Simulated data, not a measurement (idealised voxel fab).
Presented below is a process module, voxel wiring stack.
The figure presents cross-section cut, which has a width of 285 nm and is divided into square cells with an edge length of 5 nm.
A cross-section in this document is a grid of square cells, and it is written down as bands, the top band listed before the ones below it; a band is made up of one or more rows of cells.
Look at the band entry: it leads with the top's height and the bottom's height in nm. Then it lists the materials left to right, with a width in nm for each. The word "throughout" on a single material says that material fills the band edge to edge. The word "empty" is empty space.
Ref level 0: as-received wafer is one material below here. Bottom band extends down with no lower bound ("0 -> down").
A two-number width, for instance "30 to 40", indicates that the width is equal to the first number in the top row of the band and to the second number in the bottom row, and that it changes by a constant amount per row of cells.
Reading "nothing got changed" for a step: not a cell of the cross-section changed in it.
Empty spaces counting at least 8 cells and having no open way to the top are listed in "Listed closed voids". The notation width x height at distance is used for each, the distance being from the left edge and all three values in nm.
The remark found on a step's line after its settings is issued by the simulator itself and pertains to that step.
When a step includes a mask, the "overlay nm" setting on its line states how far to the right of its planned place that mask lay, and negative values state how far to the left.
The process steps that were planned are listed below
1. RECEIVE (material Si)
2. CONFORMAL_DEP (material SiO2; thk nm 15)
3. CONFORMAL_DEP (material SiCN; thk nm 5)
4. DIRECTIONAL_DEP (material SiO2; thk nm 25)
5. PATTERN (tone open; mask id METAL_1; material resist; width nm 25; pitch nm 45; thk nm 20; overlay nm 0)
6. DIRECTIONAL_ETCH (etch materials SiO2; depth nm 25)
7. DIRECTIONAL_ETCH (etch materials SiCN; depth nm 5)
8. STRIP (etch materials resist)
9. CONFORMAL_DEP (material TiN; thk nm 5)
10. FILL_DEP (material Cu; thk nm 10)
11. CMP (height nm 45)
12. CONFORMAL_DEP (material SiCN; thk nm 5)
13. DIRECTIONAL_DEP (material lowk; thk nm 35)
14. PATTERN (tone open; mask id METAL_2; material resist; width nm 25; pitch nm 45; thk nm 15; overlay nm 0)
15. DIRECTIONAL_ETCH (etch materials lowk; depth nm 20)
16. STRIP (etch materials resist)
17. MASKED_ETCH (tone open; mask id METAL_2_HOLES; width nm 15; etch materials lowk; depth nm 15; overlay nm 0)
18. MASKED_ETCH (tone open; mask id METAL_2_HOLES; width nm 15; etch materials SiCN; depth nm 5; overlay nm 0)
19. CONFORMAL_DEP (material TiN; thk nm 5)
20. FILL_DEP (material Ru; thk nm 10)
21. CMP (height nm 85)
22. CONFORMAL_DEP (material SiN; thk nm 5)
Cross-section of the wafer at receipt, which is the condition after step 1
    0 -> down | Si throughout
    Listed closed voids: none
What the wafer looks like in cross-section after this module, when it starts as shown above and follows the plan above but one mistake is made in running it
    90 -> 85 | SiN throughout
    85 -> 70 | 105 lowk  5 TiN  15 Ru  5 TiN  20 lowk  5 TiN  15 Ru  5 TiN  110 lowk
    70 -> 65 | 105 lowk  5 TiN  5 Ru  15 TiN  20 lowk  25 TiN  110 lowk
    65 -> 50 | 105 lowk  5 TiN  5 Ru  5 TiN  165 lowk
    50 -> 45 | 105 SiCN  15 TiN  165 SiCN
    45 -> 20 | 110 SiO2  5 TiN  5 Cu  5 TiN  30 SiO2  5 TiN  5 Cu  5 TiN  115 SiO2
    20 -> 15 | 110 SiCN  15 TiN  30 SiCN  15 TiN  115 SiCN
    15 -> 0 | SiO2 throughout
    0 -> down | Si throughout
    Listed closed voids: none
Where did the run depart from the plan? note that step 5 departed from the planned setting and was carried out as PATTERN (tone open; mask id METAL_1; material resist; width nm 15; pitch nm 45; thk nm 20; overlay nm 0)
